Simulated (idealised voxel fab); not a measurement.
voxel wiring stack: a process module
The cross-section shown here is cut; it is 250 nm wide and divided into square cells measuring 5 nm on a side.
Cross-section layout: square cells on a grid; listed as bands, top to bottom; a band spans one or more cell rows. It is stipulated that each band's entry specify, in nanometres, the height of the top of the band and then that of its bottom, followed by the materials of the band in left-to-right sequence, each together with its width in nanometres. A single material marked by the word "everywhere" is understood to fill the band from edge to edge; the word "blank" is understood to denote empty space. Heights are measured from 0, the level below which the as-received wafer is all one material; the lowest band has no bottom and continues downward, written as in "0..down". The notation "30->40" denotes a width that varies across the rows of cells in the band, beginning at the first number in the top row, finishing at the second number in the bottom row, and changing by an identical amount from each row to the next. Where a step carries "nothing got changed", the cross-section came out of it unchanged, cell for cell. Enclosed voids (no open way to top), threshold 8 cells or more, entry "Closed internal cavities", notation width x height at distance, distance from left edge, nm. That trailing text on a step's line, after the settings, is the simulator's own remark on the step. On any step carrying a mask, the "overlay nm" setting, if present on the step's line, tells how far right of its planned place the mask lay; negative values point to the left.

Plan:
| 1 | RECEIVE: material Si |
| 2 | CONFORMAL_DEP: material SiO2, thk nm 10 |
| 3 | CONFORMAL_DEP: material SiCN, thk nm 5 |
| 4 | DIRECTIONAL_DEP: material SiO2, thk nm 15 |
| 5 | DIRECTIONAL_DEP: material aC, thk nm 10 |
| 6 | PATTERN: tone open, mask id METAL_1, material resist, width nm 20, pitch nm 35, thk nm 25, overlay nm 0 |
| 7 | DIRECTIONAL_ETCH: etch materials aC, depth nm 10 |
| 8 | STRIP: etch materials resist |
| 9 | DIRECTIONAL_ETCH: etch materials SiO2, depth nm 15 |
| 10 | DIRECTIONAL_ETCH: etch materials SiCN, depth nm 5 |
| 11 | STRIP: etch materials aC |
| 12 | CONFORMAL_DEP: material TiN, thk nm 5 |
| 13 | FILL_DEP: material Cu, thk nm 10 |
| 14 | CMP: height nm 30 |
| 15 | EPI: material Ru, thk nm 5 |
| 16 | FILL_DEP: material SiCN, thk nm 5 |
| 17 | DIRECTIONAL_DEP: material SiO2, thk nm 15 |
| 18 | DIRECTIONAL_DEP: material aC, thk nm 10 |
| 19 | PATTERN: tone open, mask id PLUG_1, material resist, width nm 15, pitch nm 70, thk nm 25, overlay nm 0 |
| 20 | DIRECTIONAL_ETCH: etch materials aC, depth nm 10 |
| 21 | STRIP: etch materials resist |
| 22 | DIRECTIONAL_ETCH: etch materials SiO2, depth nm 15 |
| 23 | DIRECTIONAL_ETCH: etch materials SiCN, depth nm 5 |
| 24 | STRIP: etch materials aC |
| 25 | CONFORMAL_DEP: material TiN, thk nm 5 |
| 26 | FILL_DEP: material W, thk nm 5 |
| 27 | CMP: height nm 55 |
| 28 | DIRECTIONAL_DEP: material TiN, thk nm 5 |
| 29 | DIRECTIONAL_DEP: material W, thk nm 25 |
| 30 | MASKED_ETCH: tone cover, mask id METAL_2, width nm 20, pitch nm 35, etch materials W, depth nm 25, overlay nm 0 |
| 31 | MASKED_ETCH: tone cover, mask id METAL_2, width nm 20, pitch nm 35, etch materials TiN, depth nm 5, overlay nm 0 |
| 32 | CONFORMAL_DEP: material SiN, thk nm 5 |
| 33 | FILL_DEP: material SiO2, thk nm 5 |
| 34 | CMP: height nm 85 |
| 35 | CONFORMAL_DEP: material SiCN, thk nm 5 |
| 36 | DIRECTIONAL_DEP: material lowk, thk nm 25 |
| 37 | DIRECTIONAL_DEP: material aC, thk nm 10 |
| 38 | PATTERN: tone open, mask id METAL_3, material resist, width nm 20, pitch nm 35, thk nm 25, overlay nm 0 |
| 39 | DIRECTIONAL_ETCH: etch materials aC, depth nm 10 |
| 40 | STRIP: etch materials resist |
| 41 | DIRECTIONAL_ETCH: etch materials lowk, depth nm 15 |
| 42 | STRIP: etch materials aC |
| 43 | PATTERN: tone open, mask id METAL_3_HOLES, material resist, width nm 15, pitch nm 35, thk nm 20, overlay nm 0 |
| 44 | DIRECTIONAL_ETCH: etch materials lowk, depth nm 10 |
| 45 | DIRECTIONAL_ETCH: etch materials SiCN, depth nm 5 |
| 46 | STRIP: etch materials resist |
| 47 | CONFORMAL_DEP: material TiN, thk nm 5 |
| 48 | FILL_DEP: material Cu, thk nm 10 |
| 49 | CMP: height nm 115 |
| 50 | CONFORMAL_DEP: material SiN, thk nm 5 |

Below: the first of two wafers, run as planned:

Wafer cross-section on receipt, i.e. after step 1:
  0..down  Si everywhere
  Closed internal cavities: none

Take a look at the wafer's cross-section after step 2:
  10..0  SiO2 everywhere
  Lower than 0, everything is as it was.

Take a look at the wafer's cross-section after step 3:
  15..10  SiCN everywhere
  Lower than 10, everything is as it was.

Take a look at the wafer's cross-section after step 4:
  30..15  SiO2 everywhere
  Lower than 15, everything is as it was.

Take a look at the wafer's cross-section after step 5:
  40..30  aC everywhere
  Lower than 30, everything is as it was.

Take a look at the wafer's cross-section after step 6:
  65..40  resist=80, then blank=20, then resist=15, then blank=20, then resist=15, then blank=20, then resist=80
  Lower than 40, everything is as it was.

Take a look at the wafer's cross-section after step 7:
  55..40  resist=80, then blank=20, then resist=15, then blank=20, then resist=15, then blank=20, then resist=80
  40..30  aC=80, then blank=20, then aC=15, then blank=20, then aC=15, then blank=20, then aC=80
  Lower than 30, everything is as it was.

Take a look at the wafer's cross-section after step 8:
  40..30  aC=80, then blank=20, then aC=15, then blank=20, then aC=15, then blank=20, then aC=80
  Lower than 30, everything is as it was.

Take a look at the wafer's cross-section after step 9:
  40..30  aC=80, then blank=20, then aC=15, then blank=20, then aC=15, then blank=20, then aC=80
  30..15  SiO2=80, then blank=20, then SiO2=15, then blank=20, then SiO2=15, then blank=20, then SiO2=80
  Lower than 15, everything is as it was.

Take a look at the wafer's cross-section after step 10:
  40..30  aC=80, then blank=20, then aC=15, then blank=20, then aC=15, then blank=20, then aC=80
  30..15  SiO2=80, then blank=20, then SiO2=15, then blank=20, then SiO2=15, then blank=20, then SiO2=80
  15..10  SiCN=80, then blank=20, then SiCN=15, then blank=20, then SiCN=15, then blank=20, then SiCN=80
  Lower than 10, everything is as it was.

Take a look at the wafer's cross-section after step 11:
  30..15  SiO2=80, then blank=20, then SiO2=15, then blank=20, then SiO2=15, then blank=20, then SiO2=80
  Lower than 15, everything is as it was.

Take a look at the wafer's cross-section after step 12:
  35..30  TiN=85, then blank=10, then TiN=25, then blank=10, then TiN=25, then blank=10, then TiN=85
  30..15  SiO2=80, then TiN=5, then blank=10, then TiN=5, then SiO2=15, then TiN=5, then blank=10, then TiN=5, then SiO2=15, then TiN=5, then blank=10, then TiN=5, then SiO2=80
  15..10  SiCN=80, then TiN=20, then SiCN=15, then TiN=20, then SiCN=15, then TiN=20, then SiCN=80
  Lower than 10, everything is as it was.

Take a look at the wafer's cross-section after step 13:
  45..35  Cu everywhere
  35..30  TiN=85, then Cu=10, then TiN=25, then Cu=10, then TiN=25, then Cu=10, then TiN=85
  30..15  SiO2=80, then TiN=5, then Cu=10, then TiN=5, then SiO2=15, then TiN=5, then Cu=10, then TiN=5, then SiO2=15, then TiN=5, then Cu=10, then TiN=5, then SiO2=80
  Lower than 15, everything is as it was.

Take a look at the wafer's cross-section after step 14:
  30..15  SiO2=80, then TiN=5, then Cu=10, then TiN=5, then SiO2=15, then TiN=5, then Cu=10, then TiN=5, then SiO2=15, then TiN=5, then Cu=10, then TiN=5, then SiO2=80
  Lower than 15, everything is as it was.

Take a look at the wafer's cross-section after step 15:
  35..30  blank=75, then Ru=30, then blank=5, then Ru=30, then blank=5, then Ru=30, then blank=75
  Lower than 30, everything is as it was.

Take a look at the wafer's cross-section after step 16:
  40..35  SiCN everywhere
  35..30  SiCN=75, then Ru=30, then SiCN=5, then Ru=30, then SiCN=5, then Ru=30, then SiCN=75
  Lower than 30, everything is as it was.

Take a look at the wafer's cross-section after step 17:
  55..40  SiO2 everywhere
  Lower than 40, everything is as it was.

Take a look at the wafer's cross-section after step 18:
  65..55  aC everywhere
  Lower than 55, everything is as it was.

Take a look at the wafer's cross-section after step 19:
  90..65  resist=80, then blank=15, then resist=55, then blank=15, then resist=85
  Lower than 65, everything is as it was.

Take a look at the wafer's cross-section after step 20:
  80..65  resist=80, then blank=15, then resist=55, then blank=15, then resist=85
  65..55  aC=80, then blank=15, then aC=55, then blank=15, then aC=85
  Lower than 55, everything is as it was.

Take a look at the wafer's cross-section after step 21:
  65..55  aC=80, then blank=15, then aC=55, then blank=15, then aC=85
  Lower than 55, everything is as it was.

Take a look at the wafer's cross-section after step 22:
  65..55  aC=80, then blank=15, then aC=55, then blank=15, then aC=85
  55..40  SiO2=80, then blank=15, then SiO2=55, then blank=15, then SiO2=85
  Lower than 40, everything is as it was.

Take a look at the wafer's cross-section after step 23:
  65..55  aC=80, then blank=15, then aC=55, then blank=15, then aC=85
  55..40  SiO2=80, then blank=15, then SiO2=55, then blank=15, then SiO2=85
  40..35  SiCN=80, then blank=15, then SiCN=55, then blank=15, then SiCN=85
  Lower than 35, everything is as it was.

Take a look at the wafer's cross-section after step 24:
  55..40  SiO2=80, then blank=15, then SiO2=55, then blank=15, then SiO2=85
  Lower than 40, everything is as it was.

Take a look at the wafer's cross-section after step 25:
  60..55  TiN=85, then blank=5, then TiN=65, then blank=5, then TiN=90
  55..40  SiO2=80, then TiN=5, then blank=5, then TiN=5, then SiO2=55, then TiN=5, then blank=5, then TiN=5, then SiO2=85
  40..35  SiCN=80, then TiN=15, then SiCN=55, then TiN=15, then SiCN=85
  Lower than 35, everything is as it was.

Take a look at the wafer's cross-section after step 26:
  65..60  W everywhere
  60..55  TiN=85, then W=5, then TiN=65, then W=5, then TiN=90
  55..40  SiO2=80, then TiN=5, then W=5, then TiN=5, then SiO2=55, then TiN=5, then W=5, then TiN=5, then SiO2=85
  Lower than 40, everything is as it was.

Take a look at the wafer's cross-section after step 27:
  55..40  SiO2=80, then TiN=5, then W=5, then TiN=5, then SiO2=55, then TiN=5, then W=5, then TiN=5, then SiO2=85
  Lower than 40, everything is as it was.

Take a look at the wafer's cross-section after step 28:
  60..55  TiN everywhere
  Lower than 55, everything is as it was.

Take a look at the wafer's cross-section after step 29:
  85..60  W everywhere
  Lower than 60, everything is as it was.

Take a look at the wafer's cross-section after step 30:
  85..60  blank=80, then W=20, then blank=15, then W=20, then blank=15, then W=20, then blank=80
  Lower than 60, everything is as it was.

Take a look at the wafer's cross-section after step 31:
  85..60  blank=80, then W=20, then blank=15, then W=20, then blank=15, then W=20, then blank=80
  60..55  blank=80, then TiN=20, then blank=15, then TiN=20, then blank=15, then TiN=20, then blank=80
  Lower than 55, everything is as it was.

Take a look at the wafer's cross-section after step 32:
  90..85  blank=75, then SiN=30, then blank=5, then SiN=30, then blank=5, then SiN=30, then blank=75
  85..60  blank=75, then SiN=5, then W=20, then SiN=5, then blank=5, then SiN=5, then W=20, then SiN=5, then blank=5, then SiN=5, then W=20, then SiN=5, then blank=75
  60..55  SiN=80, then TiN=20, then SiN=15, then TiN=20, then SiN=15, then TiN=20, then SiN=80
  Lower than 55, everything is as it was.

Take a look at the wafer's cross-section after step 33:
  95..90  SiO2 everywhere
  90..85  SiO2=75, then SiN=30, then SiO2=5, then SiN=30, then SiO2=5, then SiN=30, then SiO2=75
  85..60  SiO2=75, then SiN=5, then W=20, then SiN=5, then SiO2=5, then SiN=5, then W=20, then SiN=5, then SiO2=5, then SiN=5, then W=20, then SiN=5, then SiO2=75
  Lower than 60, everything is as it was.

Take a look at the wafer's cross-section after step 34:
  85..60  SiO2=75, then SiN=5, then W=20, then SiN=5, then SiO2=5, then SiN=5, then W=20, then SiN=5, then SiO2=5, then SiN=5, then W=20, then SiN=5, then SiO2=75
  Lower than 60, everything is as it was.

Take a look at the wafer's cross-section after step 35:
  90..85  SiCN everywhere
  Lower than 85, everything is as it was.

Take a look at the wafer's cross-section after step 36:
  115..90  lowk everywhere
  Lower than 90, everything is as it was.

Take a look at the wafer's cross-section after step 37:
  125..115  aC everywhere
  Lower than 115, everything is as it was.

Take a look at the wafer's cross-section after step 38:
  150..125  resist=80, then blank=20, then resist=15, then blank=20, then resist=15, then blank=20, then resist=80
  Lower than 125, everything is as it was.

Take a look at the wafer's cross-section after step 39:
  140..125  resist=80, then blank=20, then resist=15, then blank=20, then resist=15, then blank=20, then resist=80
  125..115  aC=80, then blank=20, then aC=15, then blank=20, then aC=15, then blank=20, then aC=80
  Lower than 115, everything is as it was.

Take a look at the wafer's cross-section after step 40:
  125..115  aC=80, then blank=20, then aC=15, then blank=20, then aC=15, then blank=20, then aC=80
  Lower than 115, everything is as it was.

Take a look at the wafer's cross-section after step 41:
  125..115  aC=80, then blank=20, then aC=15, then blank=20, then aC=15, then blank=20, then aC=80
  115..100  lowk=80, then blank=20, then lowk=15, then blank=20, then lowk=15, then blank=20, then lowk=80
  Lower than 100, everything is as it was.

Take a look at the wafer's cross-section after step 42:
  115..100  lowk=80, then blank=20, then lowk=15, then blank=20, then lowk=15, then blank=20, then lowk=80
  Lower than 100, everything is as it was.

Take a look at the wafer's cross-section after step 43:
  135..115  resist=80, then blank=15, then resist=20, then blank=15, then resist=20, then blank=15, then resist=85
  115..100  lowk=80, then blank=15, then resist=5, then lowk=15, then blank=15, then resist=5, then lowk=15, then blank=15, then resist=5, then lowk=80
  Lower than 100, everything is as it was.

Take a look at the wafer's cross-section after step 44:
  135..115  resist=80, then blank=15, then resist=20, then blank=15, then resist=20, then blank=15, then resist=85
  115..100  lowk=80, then blank=15, then resist=5, then lowk=15, then blank=15, then resist=5, then lowk=15, then blank=15, then resist=5, then lowk=80
  100..90  lowk=80, then blank=15, then lowk=20, then blank=15, then lowk=20, then blank=15, then lowk=85
  Lower than 90, everything is as it was.

Take a look at the wafer's cross-section after step 45:
  135..115  resist=80, then blank=15, then resist=20, then blank=15, then resist=20, then blank=15, then resist=85
  115..100  lowk=80, then blank=15, then resist=5, then lowk=15, then blank=15, then resist=5, then lowk=15, then blank=15, then resist=5, then lowk=80
  100..90  lowk=80, then blank=15, then lowk=20, then blank=15, then lowk=20, then blank=15, then lowk=85
  90..85  SiCN=80, then blank=15, then SiCN=20, then blank=15, then SiCN=20, then blank=15, then SiCN=85
  Lower than 85, everything is as it was.

Take a look at the wafer's cross-section after step 46:
  115..100  lowk=80, then blank=20, then lowk=15, then blank=20, then lowk=15, then blank=20, then lowk=80
  Lower than 100, everything is as it was.

Take a look at the wafer's cross-section after step 47:
  120..115  TiN=85, then blank=10, then TiN=25, then blank=10, then TiN=25, then blank=10, then TiN=85
  115..105  lowk=80, then TiN=5, then blank=10, then TiN=5, then lowk=15, then TiN=5, then blank=10, then TiN=5, then lowk=15, then TiN=5, then blank=10, then TiN=5, then lowk=80
  105..100  lowk=80, then TiN=5, then blank=5, then TiN=10, then lowk=15, then TiN=5, then blank=5, then TiN=10, then lowk=15, then TiN=5, then blank=5, then TiN=10, then lowk=80
  100..90  lowk=80, then TiN=5, then blank=5, then TiN=5, then lowk=20, then TiN=5, then blank=5, then TiN=5, then lowk=20, then TiN=5, then blank=5, then TiN=5, then lowk=85
  90..85  SiCN=80, then TiN=15, then SiCN=20, then TiN=15, then SiCN=20, then TiN=15, then SiCN=85
  Lower than 85, everything is as it was.

Take a look at the wafer's cross-section after step 48:
  130..120  Cu everywhere
  120..115  TiN=85, then Cu=10, then TiN=25, then Cu=10, then TiN=25, then Cu=10, then TiN=85
  115..105  lowk=80, then TiN=5, then Cu=10, then TiN=5, then lowk=15, then TiN=5, then Cu=10, then TiN=5, then lowk=15, then TiN=5, then Cu=10, then TiN=5, then lowk=80
  105..100  lowk=80, then TiN=5, then Cu=5, then TiN=10, then lowk=15, then TiN=5, then Cu=5, then TiN=10, then lowk=15, then TiN=5, then Cu=5, then TiN=10, then lowk=80
  100..90  lowk=80, then TiN=5, then Cu=5, then TiN=5, then lowk=20, then TiN=5, then Cu=5, then TiN=5, then lowk=20, then TiN=5, then Cu=5, then TiN=5, then lowk=85
  Lower than 90, everything is as it was.

Take a look at the wafer's cross-section after step 49:
  115..105  lowk=80, then TiN=5, then Cu=10, then TiN=5, then lowk=15, then TiN=5, then Cu=10, then TiN=5, then lowk=15, then TiN=5, then Cu=10, then TiN=5, then lowk=80
  Lower than 105, everything is as it was.

Take a look at the wafer's cross-section after step 50:
  120..115  SiN everywhere
  Lower than 115, everything is as it was.

Second wafer, same starting state and plan as the first, one mistake in the run, identical through step 1:

Planned end of step 2: second wafer, cross-section: nothing got changed

Planned end of step 3: second wafer, cross-section:
  5..0  SiCN everywhere
  Lower than 0, everything is as it was.

Planned end of step 4: second wafer, cross-section:
  20..5  SiO2 everywhere
  Lower than 5, everything is as it was.

Planned end of step 5: second wafer, cross-section:
  30..20  aC everywhere
  Lower than 20, everything is as it was.

Planned end of step 6: second wafer, cross-section:
  55..30  resist=80, then blank=20, then resist=15, then blank=20, then resist=15, then blank=20, then resist=80
  Lower than 30, everything is as it was.

Planned end of step 7: second wafer, cross-section:
  45..30  resist=80, then blank=20, then resist=15, then blank=20, then resist=15, then blank=20, then resist=80
  30..20  aC=80, then blank=20, then aC=15, then blank=20, then aC=15, then blank=20, then aC=80
  Lower than 20, everything is as it was.

Planned end of step 8: second wafer, cross-section:
  30..20  aC=80, then blank=20, then aC=15, then blank=20, then aC=15, then blank=20, then aC=80
  Lower than 20, everything is as it was.

Planned end of step 9: second wafer, cross-section:
  30..20  aC=80, then blank=20, then aC=15, then blank=20, then aC=15, then blank=20, then aC=80
  20..5  SiO2=80, then blank=20, then SiO2=15, then blank=20, then SiO2=15, then blank=20, then SiO2=80
  Lower than 5, everything is as it was.

Planned end of step 10: second wafer, cross-section:
  30..20  aC=80, then blank=20, then aC=15, then blank=20, then aC=15, then blank=20, then aC=80
  20..5  SiO2=80, then blank=20, then SiO2=15, then blank=20, then SiO2=15, then blank=20, then SiO2=80
  5..0  SiCN=80, then blank=20, then SiCN=15, then blank=20, then SiCN=15, then blank=20, then SiCN=80
  Lower than 0, everything is as it was.

Planned end of step 11: second wafer, cross-section:
  20..5  SiO2=80, then blank=20, then SiO2=15, then blank=20, then SiO2=15, then blank=20, then SiO2=80
  Lower than 5, everything is as it was.

Planned end of step 12: second wafer, cross-section:
  25..20  TiN=85, then blank=10, then TiN=25, then blank=10, then TiN=25, then blank=10, then TiN=85
  20..5  SiO2=80, then TiN=5, then blank=10, then TiN=5, then SiO2=15, then TiN=5, then blank=10, then TiN=5, then SiO2=15, then TiN=5, then blank=10, then TiN=5, then SiO2=80
  5..0  SiCN=80, then TiN=20, then SiCN=15, then TiN=20, then SiCN=15, then TiN=20, then SiCN=80
  Lower than 0, everything is as it was.

Planned end of step 13: second wafer, cross-section:
  35..25  Cu everywhere
  25..20  TiN=85, then Cu=10, then TiN=25, then Cu=10, then TiN=25, then Cu=10, then TiN=85
  20..5  SiO2=80, then TiN=5, then Cu=10, then TiN=5, then SiO2=15, then TiN=5, then Cu=10, then TiN=5, then SiO2=15, then TiN=5, then Cu=10, then TiN=5, then SiO2=80
  Lower than 5, everything is as it was.

Planned end of step 14: second wafer, cross-section:
  30..25  Cu everywhere
  Lower than 25, everything is as it was.

Planned end of step 15: second wafer, cross-section:
  35..30  Ru everywhere
  Lower than 30, everything is as it was.

Planned end of step 16: second wafer, cross-section:
  40..35  SiCN everywhere
  Lower than 35, everything is as it was.

Planned end of step 17: second wafer, cross-section:
  55..40  SiO2 everywhere
  Lower than 40, everything is as it was.

Planned end of step 18: second wafer, cross-section:
  65..55  aC everywhere
  Lower than 55, everything is as it was.

Planned end of step 19: second wafer, cross-section:
  90..65  resist=80, then blank=15, then resist=55, then blank=15, then resist=85
  Lower than 65, everything is as it was.

Planned end of step 20: second wafer, cross-section:
  80..65  resist=80, then blank=15, then resist=55, then blank=15, then resist=85
  65..55  aC=80, then blank=15, then aC=55, then blank=15, then aC=85
  Lower than 55, everything is as it was.

Planned end of step 21: second wafer, cross-section:
  65..55  aC=80, then blank=15, then aC=55, then blank=15, then aC=85
  Lower than 55, everything is as it was.

Planned end of step 22: second wafer, cross-section:
  65..55  aC=80, then blank=15, then aC=55, then blank=15, then aC=85
  55..40  SiO2=80, then blank=15, then SiO2=55, then blank=15, then SiO2=85
  Lower than 40, everything is as it was.

Planned end of step 23: second wafer, cross-section:
  65..55  aC=80, then blank=15, then aC=55, then blank=15, then aC=85
  55..40  SiO2=80, then blank=15, then SiO2=55, then blank=15, then SiO2=85
  40..35  SiCN=80, then blank=15, then SiCN=55, then blank=15, then SiCN=85
  Lower than 35, everything is as it was.

Planned end of step 24: second wafer, cross-section:
  55..40  SiO2=80, then blank=15, then SiO2=55, then blank=15, then SiO2=85
  Lower than 40, everything is as it was.

Planned end of step 25: second wafer, cross-section:
  60..55  TiN=85, then blank=5, then TiN=65, then blank=5, then TiN=90
  55..40  SiO2=80, then TiN=5, then blank=5, then TiN=5, then SiO2=55, then TiN=5, then blank=5, then TiN=5, then SiO2=85
  40..35  SiCN=80, then TiN=15, then SiCN=55, then TiN=15, then SiCN=85
  Lower than 35, everything is as it was.

Planned end of step 26: second wafer, cross-section:
  65..60  W everywhere
  60..55  TiN=85, then W=5, then TiN=65, then W=5, then TiN=90
  55..40  SiO2=80, then TiN=5, then W=5, then TiN=5, then SiO2=55, then TiN=5, then W=5, then TiN=5, then SiO2=85
  Lower than 40, everything is as it was.

Planned end of step 27: second wafer, cross-section:
  55..40  SiO2=80, then TiN=5, then W=5, then TiN=5, then SiO2=55, then TiN=5, then W=5, then TiN=5, then SiO2=85
  Lower than 40, everything is as it was.

Planned end of step 28: second wafer, cross-section:
  60..55  TiN everywhere
  Lower than 55, everything is as it was.

Planned end of step 29: second wafer, cross-section:
  85..60  W everywhere
  Lower than 60, everything is as it was.

Planned end of step 30: second wafer, cross-section:
  85..60  blank=80, then W=20, then blank=15, then W=20, then blank=15, then W=20, then blank=80
  Lower than 60, everything is as it was.

Planned end of step 31: second wafer, cross-section:
  85..60  blank=80, then W=20, then blank=15, then W=20, then blank=15, then W=20, then blank=80
  60..55  blank=80, then TiN=20, then blank=15, then TiN=20, then blank=15, then TiN=20, then blank=80
  Lower than 55, everything is as it was.

Planned end of step 32: second wafer, cross-section:
  90..85  blank=75, then SiN=30, then blank=5, then SiN=30, then blank=5, then SiN=30, then blank=75
  85..60  blank=75, then SiN=5, then W=20, then SiN=5, then blank=5, then SiN=5, then W=20, then SiN=5, then blank=5, then SiN=5, then W=20, then SiN=5, then blank=75
  60..55  SiN=80, then TiN=20, then SiN=15, then TiN=20, then SiN=15, then TiN=20, then SiN=80
  Lower than 55, everything is as it was.

Planned end of step 33: second wafer, cross-section:
  95..90  SiO2 everywhere
  90..85  SiO2=75, then SiN=30, then SiO2=5, then SiN=30, then SiO2=5, then SiN=30, then SiO2=75
  85..60  SiO2=75, then SiN=5, then W=20, then SiN=5, then SiO2=5, then SiN=5, then W=20, then SiN=5, then SiO2=5, then SiN=5, then W=20, then SiN=5, then SiO2=75
  Lower than 60, everything is as it was.

Planned end of step 34: second wafer, cross-section:
  85..60  SiO2=75, then SiN=5, then W=20, then SiN=5, then SiO2=5, then SiN=5, then W=20, then SiN=5, then SiO2=5, then SiN=5, then W=20, then SiN=5, then SiO2=75
  Lower than 60, everything is as it was.

Planned end of step 35: second wafer, cross-section:
  90..85  SiCN everywhere
  Lower than 85, everything is as it was.

Planned end of step 36: second wafer, cross-section:
  115..90  lowk everywhere
  Lower than 90, everything is as it was.

Planned end of step 37: second wafer, cross-section:
  125..115  aC everywhere
  Lower than 115, everything is as it was.

Planned end of step 38: second wafer, cross-section:
  150..125  resist=80, then blank=20, then resist=15, then blank=20, then resist=15, then blank=20, then resist=80
  Lower than 125, everything is as it was.

Planned end of step 39: second wafer, cross-section:
  140..125  resist=80, then blank=20, then resist=15, then blank=20, then resist=15, then blank=20, then resist=80
  125..115  aC=80, then blank=20, then aC=15, then blank=20, then aC=15, then blank=20, then aC=80
  Lower than 115, everything is as it was.

Planned end of step 40: second wafer, cross-section:
  125..115  aC=80, then blank=20, then aC=15, then blank=20, then aC=15, then blank=20, then aC=80
  Lower than 115, everything is as it was.

Planned end of step 41: second wafer, cross-section:
  125..115  aC=80, then blank=20, then aC=15, then blank=20, then aC=15, then blank=20, then aC=80
  115..100  lowk=80, then blank=20, then lowk=15, then blank=20, then lowk=15, then blank=20, then lowk=80
  Lower than 100, everything is as it was.

Planned end of step 42: second wafer, cross-section:
  115..100  lowk=80, then blank=20, then lowk=15, then blank=20, then lowk=15, then blank=20, then lowk=80
  Lower than 100, everything is as it was.

Planned end of step 43: second wafer, cross-section:
  135..115  resist=80, then blank=15, then resist=20, then blank=15, then resist=20, then blank=15, then resist=85
  115..100  lowk=80, then blank=15, then resist=5, then lowk=15, then blank=15, then resist=5, then lowk=15, then blank=15, then resist=5, then lowk=80
  Lower than 100, everything is as it was.

Planned end of step 44: second wafer, cross-section:
  135..115  resist=80, then blank=15, then resist=20, then blank=15, then resist=20, then blank=15, then resist=85
  115..100  lowk=80, then blank=15, then resist=5, then lowk=15, then blank=15, then resist=5, then lowk=15, then blank=15, then resist=5, then lowk=80
  100..90  lowk=80, then blank=15, then lowk=20, then blank=15, then lowk=20, then blank=15, then lowk=85
  Lower than 90, everything is as it was.

Planned end of step 45: second wafer, cross-section:
  135..115  resist=80, then blank=15, then resist=20, then blank=15, then resist=20, then blank=15, then resist=85
  115..100  lowk=80, then blank=15, then resist=5, then lowk=15, then blank=15, then resist=5, then lowk=15, then blank=15, then resist=5, then lowk=80
  100..90  lowk=80, then blank=15, then lowk=20, then blank=15, then lowk=20, then blank=15, then lowk=85
  90..85  SiCN=80, then blank=15, then SiCN=20, then blank=15, then SiCN=20, then blank=15, then SiCN=85
  Lower than 85, everything is as it was.

Planned end of step 46: second wafer, cross-section:
  115..100  lowk=80, then blank=20, then lowk=15, then blank=20, then lowk=15, then blank=20, then lowk=80
  Lower than 100, everything is as it was.

Planned end of step 47: second wafer, cross-section:
  120..115  TiN=85, then blank=10, then TiN=25, then blank=10, then TiN=25, then blank=10, then TiN=85
  115..105  lowk=80, then TiN=5, then blank=10, then TiN=5, then lowk=15, then TiN=5, then blank=10, then TiN=5, then lowk=15, then TiN=5, then blank=10, then TiN=5, then lowk=80
  105..100  lowk=80, then TiN=5, then blank=5, then TiN=10, then lowk=15, then TiN=5, then blank=5, then TiN=10, then lowk=15, then TiN=5, then blank=5, then TiN=10, then lowk=80
  100..90  lowk=80, then TiN=5, then blank=5, then TiN=5, then lowk=20, then TiN=5, then blank=5, then TiN=5, then lowk=20, then TiN=5, then blank=5, then TiN=5, then lowk=85
  90..85  SiCN=80, then TiN=15, then SiCN=20, then TiN=15, then SiCN=20, then TiN=15, then SiCN=85
  Lower than 85, everything is as it was.

Planned end of step 48: second wafer, cross-section:
  130..120  Cu everywhere
  120..115  TiN=85, then Cu=10, then TiN=25, then Cu=10, then TiN=25, then Cu=10, then TiN=85
  115..105  lowk=80, then TiN=5, then Cu=10, then TiN=5, then lowk=15, then TiN=5, then Cu=10, then TiN=5, then lowk=15, then TiN=5, then Cu=10, then TiN=5, then lowk=80
  105..100  lowk=80, then TiN=5, then Cu=5, then TiN=10, then lowk=15, then TiN=5, then Cu=5, then TiN=10, then lowk=15, then TiN=5, then Cu=5, then TiN=10, then lowk=80
  100..90  lowk=80, then TiN=5, then Cu=5, then TiN=5, then lowk=20, then TiN=5, then Cu=5, then TiN=5, then lowk=20, then TiN=5, then Cu=5, then TiN=5, then lowk=85
  Lower than 90, everything is as it was.

Planned end of step 49: second wafer, cross-section:
  115..105  lowk=80, then TiN=5, then Cu=10, then TiN=5, then lowk=15, then TiN=5, then Cu=10, then TiN=5, then lowk=15, then TiN=5, then Cu=10, then TiN=5, then lowk=80
  Lower than 105, everything is as it was.

Planned end of step 50: second wafer, cross-section:
  120..115  SiN everywhere
  Lower than 115, everything is as it was.
What was the processing mistake? step 2 in the plan did not get run; it was skipped
Looking at both finished wafers in cells, the second ends up ahead of or behind the first on some materials: Cu +56, Ru +32, SiCN -32, SiO2 -100, TiN +44
